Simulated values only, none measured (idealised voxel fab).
Process module under the name voxel ribs on slabs
Cross-sectional view cut (width: 150 nm; square cell size: 5 nm).
Format of a cross-section: grid, square cells. Given as bands. Order: top down. Band: one or more rows of cells.
Band: top height; bottom height; in nm. Then, left to right: material with width in nm, for each material. "full width": a single material spanning edge to edge. "air": empty space.
Beneath 0, the wafer as received is one material, and that level is where height counting begins. The lowest band goes on downward without a bottom; it is written like "0 and below".
A width such as "30..40" changes by the same amount from each row of cells to the next, from the band's top row to its bottom row.
"left unchanged" (step): cross-section cells unchanged, all of them.
The label "Enclosed void list" introduces a list of the empty spaces, 8 cells or larger, that have no open way up to the top; each entry in it reads width x height at distance, where the distance is taken from the left edge and all three are stated in nm.
Where a step's line continues beyond its settings, the continuation is a remark by the simulator itself on that step.
On any step carrying a mask, the "overlay nm" setting, if present on the step's line, tells how far right of its planned place the mask lay; negative values point to the left.
Heads up before you read on: it's before/after pairs around one process step each, after side only down to the lowest band that changed, step plus settings under the pair. Pairs can be from different runs of this module, same starting wafer, so only chain a pair onto the one above if its "State before step" entry says so.

-- State before step
> 0 and below | Si full width
> Enclosed void list: none

-- Post-Step Snapshot
> 25 down to 0 | SiO2 full width
> Nothing below the height 0 has changed.
> Enclosed void list: none
Step, pre vs post cross-sections above: DIRECTIONAL_DEP,material SiO2,thk nm 25

State before step: refer to the pair immediately above; the cross-section shown after its step is the state before this one.

-- Post-Step Snapshot
> 50 down to 25 | polySi full width
> Nothing below the height 25 has changed.
> Enclosed void list: none
Step, pre vs post cross-sections above: DIRECTIONAL_DEP,material polySi,thk nm 25

State before step: refer to the pair immediately above; the cross-section shown after its step is the state before this one.

-- Post-Step Snapshot
> 50 down to 45 | air 65 / polySi 20 / air 65
> Nothing below the height 45 has changed.
> Enclosed void list: none
Step, pre vs post cross-sections above: MASKED_ETCH,tone cover,mask id RIB,width nm 20,etch materials polySi,depth nm 5,overlay nm 0

State before step: refer to the pair immediately above; the cross-section shown after its step is the state before this one.

-- Post-Step Snapshot
> 50 down to 45 | air 65 / polySi 20 / air 65
> 45 down to 25 | air 50 / polySi 50 / air 50
> Nothing below the height 25 has changed.
> Enclosed void list: none
Step, pre vs post cross-sections above: MASKED_ETCH,tone cover,mask id SLAB,width nm 50,etch materials polySi,depth nm 20,overlay nm 0

State before step: refer to the pair immediately above; the cross-section shown after its step is the state before this one.

-- Post-Step Snapshot
> 75 down to 50 | SiO2 full width
> 50 down to 45 | SiO2 65 / polySi 20 / SiO2 65
> 45 down to 25 | SiO2 50 / polySi 50 / SiO2 50
> Nothing below the height 25 has changed.
> Enclosed void list: none
Step, pre vs post cross-sections above: FILL_DEP,material SiO2,thk nm 25

State before step: refer to the pair immediately above; the cross-section shown after its step is the state before this one.

-- Post-Step Snapshot
> 65 down to 50 | SiO2 full width
> Nothing below the height 50 has changed.
> Enclosed void list: none
Step, pre vs post cross-sections above: CMP,height nm 65

State before step: refer to the pair immediately above; the cross-section shown after its step is the state before this one.

-- Post-Step Snapshot
> 70 down to 65 | W full width
> Nothing below the height 65 has changed.
> Enclosed void list: none
Step, pre vs post cross-sections above: DIRECTIONAL_DEP,material W,thk nm 5

State before step: refer to the pair immediately above; the cross-section shown after its step is the state before this one.

-- Post-Step Snapshot
> 80 down to 70 | aC full width
> Nothing below the height 70 has changed.
> Enclosed void list: none
Step, pre vs post cross-sections above: DIRECTIONAL_DEP,material aC,thk nm 10

State before step: refer to the pair immediately above; the cross-section shown after its step is the state before this one.

-- Post-Step Snapshot
> 105 down to 80 | air 60 / resist 30 / air 60
> Nothing below the height 80 has changed.
> Enclosed void list: none
Step, pre vs post cross-sections above: PATTERN,tone cover,mask id HEATER,material resist,width nm 30,thk nm 25,overlay nm 0

State before step: refer to the pair immediately above; the cross-section shown after its step is the state before this one.

-- Post-Step Snapshot
> 95 down to 80 | air 60 / resist 30 / air 60
> 80 down to 70 | air 60 / aC 30 / air 60
> Nothing below the height 70 has changed.
> Enclosed void list: none
Step, pre vs post cross-sections above: DIRECTIONAL_ETCH,etch materials aC,depth nm 10

State before step: refer to the pair immediately above; the cross-section shown after its step is the state before this one.

-- Post-Step Snapshot
> 80 down to 70 | air 60 / aC 30 / air 60
> Nothing below the height 70 has changed.
> Enclosed void list: none
Step, pre vs post cross-sections above: STRIP,etch materials resist

State before step: refer to the pair immediately above; the cross-section shown after its step is the state before this one.

-- Post-Step Snapshot
> 80 down to 70 | air 60 / aC 30 / air 60
> 70 down to 65 | air 60 / W 30 / air 60
> Nothing below the height 65 has changed.
> Enclosed void list: none
Step, pre vs post cross-sections above: DIRECTIONAL_ETCH,etch materials W,depth nm 5

State before step: refer to the pair immediately above; the cross-section shown after its step is the state before this one.

-- Post-Step Snapshot
> 70 down to 65 | air 60 / W 30 / air 60
> Nothing below the height 65 has changed.
> Enclosed void list: none
Step, pre vs post cross-sections above: STRIP,etch materials aC

State before step: refer to the pair immediately above; the cross-section shown after its step is the state before this one.

-- Post-Step Snapshot
> 75 down to 70 | air 55 / SiN 40 / air 55
> 70 down to 65 | SiN 60 / W 30 / SiN 60
> Nothing below the height 65 has changed.
> Enclosed void list: none
Step, pre vs post cross-sections above: CONFORMAL_DEP,material SiN,thk nm 5

-- State before step
> 50 down to 25 | polySi full width
> 25 down to 0 | SiO2 full width
> 0 and below | Si full width
> Enclosed void list: none

-- Post-Step Snapshot
> 75 down to 25 | polySi full width
> Nothing below the height 25 has changed.
> Enclosed void list: none
Step, pre vs post cross-sections above: DIRECTIONAL_DEP,material polySi,thk nm 25

State before step: refer to the pair immediately above; the cross-section shown after its step is the state before this one.

-- Post-Step Snapshot
> 75 down to 70 | air 65 / polySi 20 / air 65
> Nothing below the height 70 has changed.
> Enclosed void list: none
Step, pre vs post cross-sections above: MASKED_ETCH,tone cover,mask id RIB,width nm 20,etch materials polySi,depth nm 5,overlay nm 0

State before step: refer to the pair immediately above; the cross-section shown after its step is the state before this one.

-- Post-Step Snapshot
> 75 down to 70 | air 65 / polySi 20 / air 65
> 70 down to 50 | air 50 / polySi 50 / air 50
> Nothing below the height 50 has changed.
> Enclosed void list: none
Step, pre vs post cross-sections above: MASKED_ETCH,tone cover,mask id SLAB,width nm 50,etch materials polySi,depth nm 20,overlay nm 0

State before step: refer to the pair immediately above; the cross-section shown after its step is the state before this one.

-- Post-Step Snapshot
> 100 down to 75 | SiO2 full width
> 75 down to 70 | SiO2 65 / polySi 20 / SiO2 65
> 70 down to 50 | SiO2 50 / polySi 50 / SiO2 50
> Nothing below the height 50 has changed.
> Enclosed void list: none
Step, pre vs post cross-sections above: FILL_DEP,material SiO2,thk nm 25

State before step: refer to the pair immediately above; the cross-section shown after its step is the state before this one.

-- Post-Step Snapshot
> 65 down to 50 | SiO2 50 / polySi 50 / SiO2 50
> Nothing below the height 50 has changed.
> Enclosed void list: none
Step, pre vs post cross-sections above: CMP,height nm 65

State before step: refer to the pair immediately above; the cross-section shown after its step is the state before this one.

-- Post-Step Snapshot
> 70 down to 65 | W full width
> Nothing below the height 65 has changed.
> Enclosed void list: none
Step, pre vs post cross-sections above: DIRECTIONAL_DEP,material W,thk nm 5

State before step: refer to the pair immediately above; the cross-section shown after its step is the state before this one.

-- Post-Step Snapshot
> 80 down to 70 | aC full width
> Nothing below the height 70 has changed.
> Enclosed void list: none
Step, pre vs post cross-sections above: DIRECTIONAL_DEP,material aC,thk nm 10

State before step: refer to the pair immediately above; the cross-section shown after its step is the state before this one.

-- Post-Step Snapshot
> 105 down to 80 | air 60 / resist 30 / air 60
> Nothing below the height 80 has changed.
> Enclosed void list: none
Step, pre vs post cross-sections above: PATTERN,tone cover,mask id HEATER,material resist,width nm 30,thk nm 25,overlay nm 0

State before step: refer to the pair immediately above; the cross-section shown after its step is the state before this one.

-- Post-Step Snapshot
> 95 down to 80 | air 60 / resist 30 / air 60
> 80 down to 70 | air 60 / aC 30 / air 60
> Nothing below the height 70 has changed.
> Enclosed void list: none
Step, pre vs post cross-sections above: DIRECTIONAL_ETCH,etch materials aC,depth nm 10

State before step: refer to the pair immediately above; the cross-section shown after its step is the state before this one.

-- Post-Step Snapshot
> 80 down to 70 | air 60 / aC 30 / air 60
> Nothing below the height 70 has changed.
> Enclosed void list: none
Step, pre vs post cross-sections above: STRIP,etch materials resist

State before step: refer to the pair immediately above; the cross-section shown after its step is the state before this one.

-- Post-Step Snapshot
> 80 down to 70 | air 60 / aC 30 / air 60
> 70 down to 65 | air 60 / W 30 / air 60
> Nothing below the height 65 has changed.
> Enclosed void list: none
Step, pre vs post cross-sections above: DIRECTIONAL_ETCH,etch materials W,depth nm 5

State before step: refer to the pair immediately above; the cross-section shown after its step is the state before this one.

-- Post-Step Snapshot
> 70 down to 65 | air 60 / W 30 / air 60
> Nothing below the height 65 has changed.
> Enclosed void list: none
Step, pre vs post cross-sections above: STRIP,etch materials aC

State before step: refer to the pair immediately above; the cross-section shown after its step is the state before this one.

-- Post-Step Snapshot
> 75 down to 70 | air 55 / SiN 40 / air 55
> 70 down to 65 | SiN 60 / W 30 / SiN 60
> Nothing below the height 65 has changed.
> Enclosed void list: none
Step, pre vs post cross-sections above: CONFORMAL_DEP,material SiN,thk nm 5

-- State before step
> 0 and below | Si full width
> Enclosed void list: none

-- Post-Step Snapshot
> 25 down to 0 | polySi full width
> Nothing below the height 0 has changed.
> Enclosed void list: none
Step, pre vs post cross-sections above: DIRECTIONAL_DEP,material polySi,thk nm 25

State before step: refer to the pair immediately above; the cross-section shown after its step is the state before this one.

-- Post-Step Snapshot
> 50 down to 25 | SiO2 full width
> Nothing below the height 25 has changed.
> Enclosed void list: none
Step, pre vs post cross-sections above: DIRECTIONAL_DEP,material SiO2,thk nm 25

State before step: refer to the pair immediately above; the cross-section shown after its step is the state before this one.

-- Post-Step Snapshot
> 75 down to 25 | SiO2 full width
> Nothing below the height 25 has changed.
> Enclosed void list: none
Step, pre vs post cross-sections above: FILL_DEP,material SiO2,thk nm 25

State before step: refer to the pair immediately above; the cross-section shown after its step is the state before this one.

-- Post-Step Snapshot
> 65 down to 25 | SiO2 full width
> Nothing below the height 25 has changed.
> Enclosed void list: none
Step, pre vs post cross-sections above: CMP,height nm 65

State before step: refer to the pair immediately above; the cross-section shown after its step is the state before this one.

-- Post-Step Snapshot
> 70 down to 65 | W full width
> Nothing below the height 65 has changed.
> Enclosed void list: none
Step, pre vs post cross-sections above: DIRECTIONAL_DEP,material W,thk nm 5

State before step: refer to the pair immediately above; the cross-section shown after its step is the state before this one.

-- Post-Step Snapshot
> 80 down to 70 | aC full width
> Nothing below the height 70 has changed.
> Enclosed void list: none
Step, pre vs post cross-sections above: DIRECTIONAL_DEP,material aC,thk nm 10

State before step: refer to the pair immediately above; the cross-section shown after its step is the state before this one.

-- Post-Step Snapshot
> 105 down to 80 | air 60 / resist 30 / air 60
> Nothing below the height 80 has changed.
> Enclosed void list: none
Step, pre vs post cross-sections above: PATTERN,tone cover,mask id HEATER,material resist,width nm 30,thk nm 25,overlay nm 0

State before step: refer to the pair immediately above; the cross-section shown after its step is the state before this one.

-- Post-Step Snapshot
> 95 down to 80 | air 60 / resist 30 / air 60
> 80 down to 70 | air 60 / aC 30 / air 60
> Nothing below the height 70 has changed.
> Enclosed void list: none
Step, pre vs post cross-sections above: DIRECTIONAL_ETCH,etch materials aC,depth nm 10

State before step: refer to the pair immediately above; the cross-section shown after its step is the state before this one.

-- Post-Step Snapshot
> 80 down to 70 | air 60 / aC 30 / air 60
> Nothing below the height 70 has changed.
> Enclosed void list: none
Step, pre vs post cross-sections above: STRIP,etch materials resist

State before step: refer to the pair immediately above; the cross-section shown after its step is the state before this one.

-- Post-Step Snapshot
> 80 down to 70 | air 60 / aC 30 / air 60
> 70 down to 65 | air 60 / W 30 / air 60
> Nothing below the height 65 has changed.
> Enclosed void list: none
Step, pre vs post cross-sections above: DIRECTIONAL_ETCH,etch materials W,depth nm 5

State before step: refer to the pair immediately above; the cross-section shown after its step is the state before this one.

-- Post-Step Snapshot
> 70 down to 65 | air 60 / W 30 / air 60
> Nothing below the height 65 has changed.
> Enclosed void list: none
Step, pre vs post cross-sections above: STRIP,etch materials aC

State before step: refer to the pair immediately above; the cross-section shown after its step is the state before this one.

-- Post-Step Snapshot
> 75 down to 70 | air 55 / SiN 40 / air 55
> 70 down to 65 | SiN 60 / W 30 / SiN 60
> Nothing below the height 65 has changed.
> Enclosed void list: none
Step, pre vs post cross-sections above: CONFORMAL_DEP,material SiN,thk nm 5

-- State before step
> 25 down to 0 | SiO2 full width
> 0 and below | Si full width
> Enclosed void list: none

-- Post-Step Snapshot
> 60 down to 25 | polySi full width
> Nothing below the height 25 has changed.
> Enclosed void list: none
Step, pre vs post cross-sections above: DIRECTIONAL_DEP,material polySi,thk nm 35

State before step: refer to the pair immediately above; the cross-section shown after its step is the state before this one.

-- Post-Step Snapshot
> 60 down to 55 | air 65 / polySi 20 / air 65
> Nothing below the height 55 has changed.
> Enclosed void list: none
Step, pre vs post cross-sections above: MASKED_ETCH,tone cover,mask id RIB,width nm 20,etch materials polySi,depth nm 5,overlay nm 0

State before step: refer to the pair immediately above; the cross-section shown after its step is the state before this one.

-- Post-Step Snapshot
> 60 down to 55 | air 65 / polySi 20 / air 65
> 55 down to 35 | air 50 / polySi 50 / air 50
> Nothing below the height 35 has changed.
> Enclosed void list: none
Step, pre vs post cross-sections above: MASKED_ETCH,tone cover,mask id SLAB,width nm 50,etch materials polySi,depth nm 20,overlay nm 0

State before step: refer to the pair immediately above; the cross-section shown after its step is the state before this one.

-- Post-Step Snapshot
> 85 down to 60 | SiO2 full width
> 60 down to 55 | SiO2 65 / polySi 20 / SiO2 65
> 55 down to 35 | SiO2 50 / polySi 50 / SiO2 50
> Nothing below the height 35 has changed.
> Enclosed void list: none
Step, pre vs post cross-sections above: FILL_DEP,material SiO2,thk nm 25

State before step: refer to the pair immediately above; the cross-section shown after its step is the state before this one.

-- Post-Step Snapshot
> 65 down to 60 | SiO2 full width
> Nothing below the height 60 has changed.
> Enclosed void list: none
Step, pre vs post cross-sections above: CMP,height nm 65

State before step: refer to the pair immediately above; the cross-section shown after its step is the state before this one.

-- Post-Step Snapshot
> 70 down to 65 | W full width
> Nothing below the height 65 has changed.
> Enclosed void list: none
Step, pre vs post cross-sections above: DIRECTIONAL_DEP,material W,thk nm 5

State before step: refer to the pair immediately above; the cross-section shown after its step is the state before this one.

-- Post-Step Snapshot
> 80 down to 70 | aC full width
> Nothing below the height 70 has changed.
> Enclosed void list: none
Step, pre vs post cross-sections above: DIRECTIONAL_DEP,material aC,thk nm 10

State before step: refer to the pair immediately above; the cross-section shown after its step is the state before this one.

-- Post-Step Snapshot
> 105 down to 80 | air 60 / resist 30 / air 60
> Nothing below the height 80 has changed.
> Enclosed void list: none
Step, pre vs post cross-sections above: PATTERN,tone cover,mask id HEATER,material resist,width nm 30,thk nm 25,overlay nm 0

State before step: refer to the pair immediately above; the cross-section shown after its step is the state before this one.

-- Post-Step Snapshot
> 95 down to 80 | air 60 / resist 30 / air 60
> 80 down to 70 | air 60 / aC 30 / air 60
> Nothing below the height 70 has changed.
> Enclosed void list: none
Step, pre vs post cross-sections above: DIRECTIONAL_ETCH,etch materials aC,depth nm 10

State before step: refer to the pair immediately above; the cross-section shown after its step is the state before this one.

-- Post-Step Snapshot
> 80 down to 70 | air 60 / aC 30 / air 60
> Nothing below the height 70 has changed.
> Enclosed void list: none
Step, pre vs post cross-sections above: STRIP,etch materials resist

State before step: refer to the pair immediately above; the cross-section shown after its step is the state before this one.

-- Post-Step Snapshot
> 80 down to 70 | air 60 / aC 30 / air 60
> 70 down to 65 | air 60 / W 30 / air 60
> Nothing below the height 65 has changed.
> Enclosed void list: none
Step, pre vs post cross-sections above: DIRECTIONAL_ETCH,etch materials W,depth nm 5

State before step: refer to the pair immediately above; the cross-section shown after its step is the state before this one.

-- Post-Step Snapshot
> 70 down to 65 | air 60 / W 30 / air 60
> Nothing below the height 65 has changed.
> Enclosed void list: none
Step, pre vs post cross-sections above: STRIP,etch materials aC

State before step: refer to the pair immediately above; the cross-section shown after its step is the state before this one.

-- Post-Step Snapshot
> 75 down to 70 | air 55 / SiN 40 / air 55
> 70 down to 65 | SiN 60 / W 30 / SiN 60
> Nothing below the height 65 has changed.
> Enclosed void list: none
Step, pre vs post cross-sections above: CONFORMAL_DEP,material SiN,thk nm 5

-- State before step
> 50 down to 45 | air 65 / polySi 20 / air 65
> 45 down to 25 | polySi full width
> 25 down to 0 | SiO2 full width
> 0 and below | Si full width
> Enclosed void list: none

-- Post-Step Snapshot
> 50 down to 45 | air 65 / polySi 20 / air 65
> 45 down to 25 | air 50 / polySi 55 / air 45
> Nothing below the height 25 has changed.
> Enclosed void list: none
Step, pre vs post cross-sections above: MASKED_ETCH,tone cover,mask id SLAB,width nm 55,etch materials polySi,depth nm 20,overlay nm 0

State before step: refer to the pair immediately above; the cross-section shown after its step is the state before this one.

-- Post-Step Snapshot
> 75 down to 50 | SiO2 full width
> 50 down to 45 | SiO2 65 / polySi 20 / SiO2 65
> 45 down to 25 | SiO2 50 / polySi 55 / SiO2 45
> Nothing below the height 25 has changed.
> Enclosed void list: none
Step, pre vs post cross-sections above: FILL_DEP,material SiO2,thk nm 25

State before step: refer to the pair immediately above; the cross-section shown after its step is the state before this one.

-- Post-Step Snapshot
> 65 down to 50 | SiO2 full width
> Nothing below the height 50 has changed.
> Enclosed void list: none
Step, pre vs post cross-sections above: CMP,height nm 65

State before step: refer to the pair immediately above; the cross-section shown after its step is the state before this one.

-- Post-Step Snapshot
> 70 down to 65 | W full width
> Nothing below the height 65 has changed.
> Enclosed void list: none
Step, pre vs post cross-sections above: DIRECTIONAL_DEP,material W,thk nm 5

State before step: refer to the pair immediately above; the cross-section shown after its step is the state before this one.

-- Post-Step Snapshot
> 80 down to 70 | aC full width
> Nothing below the height 70 has changed.
> Enclosed void list: none
Step, pre vs post cross-sections above: DIRECTIONAL_DEP,material aC,thk nm 10

State before step: refer to the pair immediately above; the cross-section shown after its step is the state before this one.

-- Post-Step Snapshot
> 105 down to 80 | air 60 / resist 30 / air 60
> Nothing below the height 80 has changed.
> Enclosed void list: none
Step, pre vs post cross-sections above: PATTERN,tone cover,mask id HEATER,material resist,width nm 30,thk nm 25,overlay nm 0

State before step: refer to the pair immediately above; the cross-section shown after its step is the state before this one.

-- Post-Step Snapshot
> 95 down to 80 | air 60 / resist 30 / air 60
> 80 down to 70 | air 60 / aC 30 / air 60
> Nothing below the height 70 has changed.
> Enclosed void list: none
Step, pre vs post cross-sections above: DIRECTIONAL_ETCH,etch materials aC,depth nm 10

State before step: refer to the pair immediately above; the cross-section shown after its step is the state before this one.

-- Post-Step Snapshot
> 80 down to 70 | air 60 / aC 30 / air 60
> Nothing below the height 70 has changed.
> Enclosed void list: none
Step, pre vs post cross-sections above: STRIP,etch materials resist

State before step: refer to the pair immediately above; the cross-section shown after its step is the state before this one.

-- Post-Step Snapshot
> 80 down to 70 | air 60 / aC 30 / air 60
> 70 down to 65 | air 60 / W 30 / air 60
> Nothing below the height 65 has changed.
> Enclosed void list: none
Step, pre vs post cross-sections above: DIRECTIONAL_ETCH,etch materials W,depth nm 5

State before step: refer to the pair immediately above; the cross-section shown after its step is the state before this one.

-- Post-Step Snapshot
> 70 down to 65 | air 60 / W 30 / air 60
> Nothing below the height 65 has changed.
> Enclosed void list: none
Step, pre vs post cross-sections above: STRIP,etch materials aC

State before step: refer to the pair immediately above; the cross-section shown after its step is the state before this one.

-- Post-Step Snapshot
> 75 down to 70 | air 55 / SiN 40 / air 55
> 70 down to 65 | SiN 60 / W 30 / SiN 60
> Nothing below the height 65 has changed.
> Enclosed void list: none
Step, pre vs post cross-sections above: CONFORMAL_DEP,material SiN,thk nm 5

-- State before step
> 50 down to 25 | polySi full width
> 25 down to 0 | SiO2 full width
> 0 and below | Si full width
> Enclosed void list: none

-- Post-Step Snapshot
> 50 down to 45 | air 70 / polySi 20 / air 60
> Nothing below the height 45 has changed.
> Enclosed void list: none
Step, pre vs post cross-sections above: MASKED_ETCH,tone cover,mask id RIB,width nm 20,etch materials polySi,depth nm 5,overlay nm 5

State before step: refer to the pair immediately above; the cross-section shown after its step is the state before this one.

-- Post-Step Snapshot
> 50 down to 45 | air 70 / polySi 20 / air 60
> 45 down to 25 | air 50 / polySi 50 / air 50
> Nothing below the height 25 has changed.
> Enclosed void list: none
Step, pre vs post cross-sections above: MASKED_ETCH,tone cover,mask id SLAB,width nm 50,etch materials polySi,depth nm 20,overlay nm 0

State before step: refer to the pair immediately above; the cross-section shown after its step is the state before this one.

-- Post-Step Snapshot
> 75 down to 50 | SiO2 full width
> 50 down to 45 | SiO2 70 / polySi 20 / SiO2 60
> 45 down to 25 | SiO2 50 / polySi 50 / SiO2 50
> Nothing below the height 25 has changed.
> Enclosed void list: none
Step, pre vs post cross-sections above: FILL_DEP,material SiO2,thk nm 25

State before step: refer to the pair immediately above; the cross-section shown after its step is the state before this one.

-- Post-Step Snapshot
> 65 down to 50 | SiO2 full width
> Nothing below the height 50 has changed.
> Enclosed void list: none
Step, pre vs post cross-sections above: CMP,height nm 65

State before step: refer to the pair immediately above; the cross-section shown after its step is the state before this one.

-- Post-Step Snapshot
> 70 down to 65 | W full width
> Nothing below the height 65 has changed.
> Enclosed void list: none
Step, pre vs post cross-sections above: DIRECTIONAL_DEP,material W,thk nm 5

State before step: refer to the pair immediately above; the cross-section shown after its step is the state before this one.

-- Post-Step Snapshot
> 80 down to 70 | aC full width
> Nothing below the height 70 has changed.
> Enclosed void list: none
Step, pre vs post cross-sections above: DIRECTIONAL_DEP,material aC,thk nm 10

State before step: refer to the pair immediately above; the cross-section shown after its step is the state before this one.

-- Post-Step Snapshot
> 105 down to 80 | air 60 / resist 30 / air 60
> Nothing below the height 80 has changed.
> Enclosed void list: none
Step, pre vs post cross-sections above: PATTERN,tone cover,mask id HEATER,material resist,width nm 30,thk nm 25,overlay nm 0

State before step: refer to the pair immediately above; the cross-section shown after its step is the state before this one.

-- Post-Step Snapshot
> 95 down to 80 | air 60 / resist 30 / air 60
> 80 down to 70 | air 60 / aC 30 / air 60
> Nothing below the height 70 has changed.
> Enclosed void list: none
Step, pre vs post cross-sections above: DIRECTIONAL_ETCH,etch materials aC,depth nm 10

State before step: refer to the pair immediately above; the cross-section shown after its step is the state before this one.

-- Post-Step Snapshot
> 80 down to 70 | air 60 / aC 30 / air 60
> Nothing below the height 70 has changed.
> Enclosed void list: none
Step, pre vs post cross-sections above: STRIP,etch materials resist

State before step: refer to the pair immediately above; the cross-section shown after its step is the state before this one.

-- Post-Step Snapshot
> 80 down to 70 | air 60 / aC 30 / air 60
> 70 down to 65 | air 60 / W 30 / air 60
> Nothing below the height 65 has changed.
> Enclosed void list: none
Step, pre vs post cross-sections above: DIRECTIONAL_ETCH,etch materials W,depth nm 5

State before step: refer to the pair immediately above; the cross-section shown after its step is the state before this one.

-- Post-Step Snapshot
> 70 down to 65 | air 60 / W 30 / air 60
> Nothing below the height 65 has changed.
> Enclosed void list: none
Step, pre vs post cross-sections above: STRIP,etch materials aC

State before step: refer to the pair immediately above; the cross-section shown after its step is the state before this one.

-- Post-Step Snapshot
> 75 down to 70 | air 55 / SiN 40 / air 55
> 70 down to 65 | SiN 60 / W 30 / SiN 60
> Nothing below the height 65 has changed.
> Enclosed void list: none
Step, pre vs post cross-sections above: CONFORMAL_DEP,material SiN,thk nm 5

-- State before step
> 25 down to 0 | SiO2 full width
> 0 and below | Si full width
> Enclosed void list: none

-- Post-Step Snapshot
> 50 down to 25 | aC full width
> Nothing below the height 25 has changed.
> Enclosed void list: none
Step, pre vs post cross-sections above: DIRECTIONAL_DEP,material aC,thk nm 25

State before step: refer to the pair immediately above; the cross-section shown after its step is the state before this one.

-- Post-Step Snapshot
> 75 down to 50 | SiO2 full width
> Nothing below the height 50 has changed.
> Enclosed void list: none
Step, pre vs post cross-sections above: FILL_DEP,material SiO2,thk nm 25

State before step: refer to the pair immediately above; the cross-section shown after its step is the state before this one.

-- Post-Step Snapshot
> 65 down to 50 | SiO2 full width
> Nothing below the height 50 has changed.
> Enclosed void list: none
Step, pre vs post cross-sections above: CMP,height nm 65

State before step: refer to the pair immediately above; the cross-section shown after its step is the state before this one.

-- Post-Step Snapshot
> 70 down to 65 | W full width
> Nothing below the height 65 has changed.
> Enclosed void list: none
Step, pre vs post cross-sections above: DIRECTIONAL_DEP,material W,thk nm 5

State before step: refer to the pair immediately above; the cross-section shown after its step is the state before this one.

-- Post-Step Snapshot
> 80 down to 70 | aC full width
> Nothing below the height 70 has changed.
> Enclosed void list: none
Step, pre vs post cross-sections above: DIRECTIONAL_DEP,material aC,thk nm 10

State before step: refer to the pair immediately above; the cross-section shown after its step is the state before this one.

-- Post-Step Snapshot
> 105 down to 80 | air 60 / resist 30 / air 60
> Nothing below the height 80 has changed.
> Enclosed void list: none
Step, pre vs post cross-sections above: PATTERN,tone cover,mask id HEATER,material resist,width nm 30,thk nm 25,overlay nm 0

State before step: refer to the pair immediately above; the cross-section shown after its step is the state before this one.

-- Post-Step Snapshot
> 95 down to 80 | air 60 / resist 30 / air 60
> 80 down to 70 | air 60 / aC 30 / air 60
> Nothing below the height 70 has changed.
> Enclosed void list: none
Step, pre vs post cross-sections above: DIRECTIONAL_ETCH,etch materials aC,depth nm 10

State before step: refer to the pair immediately above; the cross-section shown after its step is the state before this one.

-- Post-Step Snapshot
> 80 down to 70 | air 60 / aC 30 / air 60
> Nothing below the height 70 has changed.
> Enclosed void list: none
Step, pre vs post cross-sections above: STRIP,etch materials resist

State before step: refer to the pair immediately above; the cross-section shown after its step is the state before this one.

-- Post-Step Snapshot
> 80 down to 70 | air 60 / aC 30 / air 60
> 70 down to 65 | air 60 / W 30 / air 60
> Nothing below the height 65 has changed.
> Enclosed void list: none
Step, pre vs post cross-sections above: DIRECTIONAL_ETCH,etch materials W,depth nm 5

State before step: refer to the pair immediately above; the cross-section shown after its step is the state before this one.

-- Post-Step Snapshot
> 70 down to 65 | air 60 / W 30 / air 60
> Nothing below the height 65 has changed.
> Enclosed void list: none
Step, pre vs post cross-sections above: STRIP,etch materials aC

State before step: refer to the pair immediately above; the cross-section shown after its step is the state before this one.

-- Post-Step Snapshot
> 75 down to 70 | air 55 / SiN 40 / air 55
> 70 down to 65 | SiN 60 / W 30 / SiN 60
> Nothing below the height 65 has changed.
> Enclosed void list: none
Step, pre vs post cross-sections above: CONFORMAL_DEP,material SiN,thk nm 5

-- State before step
> 50 down to 25 | polySi full width
> 25 down to 0 | SiO2 full width
> 0 and below | Si full width
> Enclosed void list: none

-- Post-Step Snapshot
> 50 down to 45 | polySi 65 / air 20 / polySi 65
> Nothing below the height 45 has changed.
> Enclosed void list: none
Step, pre vs post cross-sections above: MASKED_ETCH,tone open,mask id RIB,width nm 20,etch materials polySi,depth nm 5,overlay nm 0

State before step: refer to the pair immediately above; the cross-section shown after its step is the state before this one.

-- Post-Step Snapshot
> 50 down to 45 | air 50 / polySi 15 / air 20 / polySi 15 / air 50
> 45 down to 30 | air 50 / polySi 50 / air 50
> Nothing below the height 30 has changed.
> Enclosed void list: none
Step, pre vs post cross-sections above: MASKED_ETCH,tone cover,mask id SLAB,width nm 50,etch materials polySi,depth nm 20,overlay nm 0

State before step: refer to the pair immediately above; the cross-section shown after its step is the state before this one.

-- Post-Step Snapshot
> 75 down to 50 | SiO2 full width
> 50 down to 45 | SiO2 50 / polySi 15 / SiO2 20 / polySi 15 / SiO2 50
> 45 down to 30 | SiO2 50 / polySi 50 / SiO2 50
> Nothing below the height 30 has changed.
> Enclosed void list: none
Step, pre vs post cross-sections above: FILL_DEP,material SiO2,thk nm 25

State before step: refer to the pair immediately above; the cross-section shown after its step is the state before this one.

-- Post-Step Snapshot
> 65 down to 50 | SiO2 full width
> Nothing below the height 50 has changed.
> Enclosed void list: none
Step, pre vs post cross-sections above: CMP,height nm 65

State before step: refer to the pair immediately above; the cross-section shown after its step is the state before this one.

-- Post-Step Snapshot
> 70 down to 65 | W full width
> Nothing below the height 65 has changed.
> Enclosed void list: none
Step, pre vs post cross-sections above: DIRECTIONAL_DEP,material W,thk nm 5

State before step: refer to the pair immediately above; the cross-section shown after its step is the state before this one.

-- Post-Step Snapshot
> 80 down to 70 | aC full width
> Nothing below the height 70 has changed.
> Enclosed void list: none
Step, pre vs post cross-sections above: DIRECTIONAL_DEP,material aC,thk nm 10

State before step: refer to the pair immediately above; the cross-section shown after its step is the state before this one.

-- Post-Step Snapshot
> 105 down to 80 | air 60 / resist 30 / air 60
> Nothing below the height 80 has changed.
> Enclosed void list: none
Step, pre vs post cross-sections above: PATTERN,tone cover,mask id HEATER,material resist,width nm 30,thk nm 25,overlay nm 0

State before step: refer to the pair immediately above; the cross-section shown after its step is the state before this one.

-- Post-Step Snapshot
> 95 down to 80 | air 60 / resist 30 / air 60
> 80 down to 70 | air 60 / aC 30 / air 60
> Nothing below the height 70 has changed.
> Enclosed void list: none
Step, pre vs post cross-sections above: DIRECTIONAL_ETCH,etch materials aC,depth nm 10

State before step: refer to the pair immediately above; the cross-section shown after its step is the state before this one.

-- Post-Step Snapshot
> 80 down to 70 | air 60 / aC 30 / air 60
> Nothing below the height 70 has changed.
> Enclosed void list: none
Step, pre vs post cross-sections above: STRIP,etch materials resist

State before step: refer to the pair immediately above; the cross-section shown after its step is the state before this one.

-- Post-Step Snapshot
> 80 down to 70 | air 60 / aC 30 / air 60
> 70 down to 65 | air 60 / W 30 / air 60
> Nothing below the height 65 has changed.
> Enclosed void list: none
Step, pre vs post cross-sections above: DIRECTIONAL_ETCH,etch materials W,depth nm 5

State before step: refer to the pair immediately above; the cross-section shown after its step is the state before this one.

-- Post-Step Snapshot
> 70 down to 65 | air 60 / W 30 / air 60
> Nothing below the height 65 has changed.
> Enclosed void list: none
Step, pre vs post cross-sections above: STRIP,etch materials aC
